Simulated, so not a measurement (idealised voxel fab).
The following is a process module called voxel capacitor over wiring.
The width of the displayed cross-section, cut, is 265 nm; its cells are square, with a size of 5 nm.
How to read a cross-section here: the picture is a grid of square cells, written as bands going from the top down, and any band can span one or more rows of cells. Top height, bottom height, nm. Materials left to right, width each, nm. Single material + "full width" = fills band edge to edge. "blank" = empty. Height reference: 0 = level under which incoming wafer is all one material. Lowest band: no bottom, runs on downward, e.g. "from 0 down". Width spec "30->40" -> top row of cells at first value, bottom row at second value, equal per-row change in between. "same as before" -> step changed no cross-section cell. Listed in "Enclosed void inventory": every empty space of 8 or more cells without an open way to the top. Form: width x height at distance, the distance being from the left edge, all in nm. Where a step's line continues beyond its settings, the continuation is a remark by the simulator itself on that step. overlay nm: where the mask lay relative to plan, measured to the right, on steps with a mask; negatives go left.

# Process steps (planned)
step 1: RECEIVE, material Si
step 2: CONFORMAL_DEP, material SiO2, thk nm 15
step 3: DIRECTIONAL_DEP, material TiN, thk nm 5
step 4: DIRECTIONAL_DEP, material W, thk nm 15
step 5: DIRECTIONAL_DEP, material aC, thk nm 10
step 6: PATTERN, tone cover, mask id METAL_1, material resist, width nm 25, pitch nm 90, thk nm 25, overlay nm 0
step 7: DIRECTIONAL_ETCH, etch materials aC, depth nm 10
step 8: STRIP, etch materials resist
step 9: DIRECTIONAL_ETCH, etch materials W, depth nm 15
step 10: DIRECTIONAL_ETCH, etch materials TiN, depth nm 5
step 11: STRIP, etch materials aC
step 12: CONFORMAL_DEP, material SiN, thk nm 5
step 13: FILL_DEP, material SiO2, thk nm 5
step 14: CMP, height nm 35
step 15: CONFORMAL_DEP, material SiCN, thk nm 5
step 16: DIRECTIONAL_DEP, material lowk, thk nm 10
step 17: MASKED_ETCH, tone open, mask id PLUG_1, width nm 15, etch materials lowk, depth nm 10, overlay nm 0
step 18: MASKED_ETCH, tone open, mask id PLUG_1, width nm 15, etch materials SiCN, depth nm 5, overlay nm -15
step 19: CONFORMAL_DEP, material TiN, thk nm 5
step 20: FILL_DEP, material Cu, thk nm 5
step 21: CMP, height nm 50
step 22: DIRECTIONAL_DEP, material TiN, thk nm 10
step 23: DIRECTIONAL_DEP, material SiN, thk nm 5
step 24: DIRECTIONAL_DEP, material TiN, thk nm 10
step 25: MASKED_ETCH, tone cover, mask id UPPER_PLATE, width nm 70, etch materials TiN, depth nm 10, overlay nm 0
step 26: MASKED_ETCH, tone cover, mask id UPPER_PLATE, width nm 70, etch materials SiN, depth nm 5, overlay nm 0
step 27: DIRECTIONAL_DEP, material aC, thk nm 10
step 28: PATTERN, tone cover, mask id LOWER_PLATE, material resist, width nm 80, thk nm 30, overlay nm 0
step 29: DIRECTIONAL_ETCH, etch materials aC, depth nm 10
step 30: STRIP, etch materials resist
step 31: DIRECTIONAL_ETCH, etch materials TiN, depth nm 10
step 32: STRIP, etch materials aC
step 33: FILL_DEP, material SiO2, thk nm 15
step 34: CMP, height nm 85
step 35: PATTERN, tone open, mask id PLUG_2, material resist, width nm 15, thk nm 15, overlay nm 0
step 36: DIRECTIONAL_ETCH, etch materials SiO2, depth nm 10
step 37: STRIP, etch materials resist
step 38: CONFORMAL_DEP, material TiN, thk nm 5
step 39: FILL_DEP, material W, thk nm 5
step 40: CMP, height nm 85
step 41: CONFORMAL_DEP, material SiCN, thk nm 5
For clarity, it should be stated that the wafers under discussion commence in an identical condition and differ with respect to the overlay nm of step 18, the plan indicating the value that the first wafer had.

# First of several wafers (as received, post step 1), cross-sectional view
- from 0 down | Si full width
- Enclosed void inventory: none

# What follows is a table in which each wafer occupies a row; for the wafer as it stands at the close of the module, the row states, material by material, how many cells have been gained (+) or lost (-) since receipt, and then gives its closed voids
overlay nm -15 | +1 Cu | +106 SiCN | +69 SiN | +567 SiO2 | +80 TiN | +31 W | +100 lowk | Enclosed void inventory: none
overlay nm -10 | +1 Cu | +105 SiCN | +69 SiN | +567 SiO2 | +81 TiN | +31 W | +100 lowk | Enclosed void inventory: none
overlay nm -5 | +1 Cu | +104 SiCN | +69 SiN | +567 SiO2 | +82 TiN | +31 W | +100 lowk | Enclosed void inventory: none
overlay nm 0 | +2 Cu | +103 SiCN | +69 SiN | +567 SiO2 | +82 TiN | +31 W | +100 lowk | Enclosed void inventory: none
overlay nm 5 | +1 Cu | +104 SiCN | +69 SiN | +567 SiO2 | +82 TiN | +31 W | +100 lowk | Enclosed void inventory: none
overlay nm 10 | +1 Cu | +105 SiCN | +69 SiN | +567 SiO2 | +81 TiN | +31 W | +100 lowk | Enclosed void inventory: none
overlay nm 15 | +1 Cu | +106 SiCN | +69 SiN | +567 SiO2 | +80 TiN | +31 W | +100 lowk | Enclosed void inventory: none
